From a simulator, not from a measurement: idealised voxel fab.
The process module that follows is named voxel plated lines.
Pictured: cross-section cut, 180 nm wide, on a grid of 5 nm square cells.
Reading order for cross-sections: top band down to bottom band. Underlying form: a grid of square cells. Band size: one or more rows of cells. Look at the band entry: it leads with the top's height and the bottom's height in nm. Then it lists the materials left to right, with a width in nm for each. The word "edge to edge" on a single material says that material fills the band edge to edge. The word "blank" is empty space. Below 0: as-received wafer, all one material; heights counted from there. Lowest band: no bottom, goes on down, written "from 0 down". A width given as "30..40" starts at the first number in the band's top row and ends at the second number in its bottom row, shifting by an equal amount at every step from row to row. "same as before" for a step: no cell of the cross-section changed in that step. Heads up: "Trapped voids" only lists the empty pockets with no open path to the top that are 8 cells or more, and it writes them as width x height at distance, distance from the left edge, in nm. Note: text after step settings on the step line = simulator remark on that step. The line of a step may include "overlay nm". On a step with a mask, this value is how far to the right of its planned place the mask lay. A negative value means the mask lay to the left.
**Listed below are the process steps as planned**
1. RECEIVE: material Si
2. CONFORMAL_DEP: material SiN, thk nm 10
3. DIRECTIONAL_DEP: material TiN, thk nm 5
4. PATTERN: tone open, mask id LINES, material resist, width nm 25, pitch nm 40, thk nm 40, overlay nm 0
5. EPI: material Ru, thk nm 10
6. EPI: material Ru, thk nm 10
7. EPI: material Ru, thk nm 5
8. STRIP: etch materials resist
9. DIRECTIONAL_ETCH: etch materials TiN, depth nm 5
10. CONFORMAL_DEP: material SiN, thk nm 10
**So, the first of our two wafers, run just as we planned it**
**Cross-section of the incoming wafer, state after step 1**
	from 0 down: Si edge to edge
	Trapped voids: none
**After step 2, in cross-section**
	from 10 to 0: SiN edge to edge
	Below 0, no change.
**After step 3, in cross-section**
	from 15 to 10: TiN edge to edge
	Below 10, no change.
**After step 4, in cross-section**
	from 55 to 15: 55 resist, 25 blank, 15 resist, 25 blank, 60 resist
	Below 15, no change.
**After step 5, in cross-section**
	from 55 to 25: 55 resist, 25 blank, 15 resist, 25 blank, 60 resist
	from 25 to 15: 55 resist, 25 Ru, 15 resist, 25 Ru, 60 resist
	Below 15, no change.
**After step 6, in cross-section**
	from 55 to 35: 55 resist, 25 blank, 15 resist, 25 blank, 60 resist
	from 35 to 15: 55 resist, 25 Ru, 15 resist, 25 Ru, 60 resist
	Below 15, no change.
**After step 7, in cross-section**
	from 55 to 40: 55 resist, 25 blank, 15 resist, 25 blank, 60 resist
	from 40 to 15: 55 resist, 25 Ru, 15 resist, 25 Ru, 60 resist
	Below 15, no change.
**After step 8, in cross-section**
	from 40 to 15: 55 blank, 25 Ru, 15 blank, 25 Ru, 60 blank
	Below 15, no change.
**After step 9, in cross-section**
	from 40 to 15: 55 blank, 25 Ru, 15 blank, 25 Ru, 60 blank
	from 15 to 10: 55 blank, 25 TiN, 15 blank, 25 TiN, 60 blank
	Below 10, no change.
**After step 10, in cross-section**
	from 50 to 40: 45 blank, 85 SiN, 50 blank
	from 40 to 20: 45 blank, 10 SiN, 25 Ru, 15 SiN, 25 Ru, 10 SiN, 50 blank
	from 20 to 15: 55 SiN, 25 Ru, 15 SiN, 25 Ru, 60 SiN
	from 15 to 10: 55 SiN, 25 TiN, 15 SiN, 25 TiN, 60 SiN
	Below 10, no change.
**It is to be noted that the second wafer proceeded from the same initial state and according to the same plan as the first, although one mistake was committed in its execution; through step 4, inclusive, the two wafers share an identical history**
**Here is the second wafer in cross-section at the point where step 6 of the plan should have been done**
	from 55 to 45: 55 resist, 25 blank, 15 resist, 25 blank, 60 resist
	from 45 to 15: 55 resist, 25 Ru, 15 resist, 25 Ru, 60 resist
	Below 15, no change.
**Here is the second wafer in cross-section at the point where step 7 of the plan should have been done**
	from 55 to 50: 55 resist, 25 blank, 15 resist, 25 blank, 60 resist
	from 50 to 15: 55 resist, 25 Ru, 15 resist, 25 Ru, 60 resist
	Below 15, no change.
**Here is the second wafer in cross-section at the point where step 8 of the plan should have been done**
	from 50 to 15: 55 blank, 25 Ru, 15 blank, 25 Ru, 60 blank
	Below 15, no change.
**Here is the second wafer in cross-section at the point where step 9 of the plan should have been done**
	from 50 to 15: 55 blank, 25 Ru, 15 blank, 25 Ru, 60 blank
	from 15 to 10: 55 blank, 25 TiN, 15 blank, 25 TiN, 60 blank
	Below 10, no change.
**Here is the second wafer in cross-section at the point where step 10 of the plan should have been done**
	from 60 to 50: 45 blank, 85 SiN, 50 blank
	from 50 to 20: 45 blank, 10 SiN, 25 Ru, 15 SiN, 25 Ru, 10 SiN, 50 blank
	from 20 to 15: 55 SiN, 25 Ru, 15 SiN, 25 Ru, 60 SiN
	from 15 to 10: 55 SiN, 25 TiN, 15 SiN, 25 TiN, 60 SiN
	Below 10, no change.
Short version of what went wrong: one of steps 5 and 6 got run twice, and since they're all the same there's no telling which
Wrapping up, a cell-based count of both wafers puts the second over or under the first for these materials: 20 more of Ru | 14 more of SiN
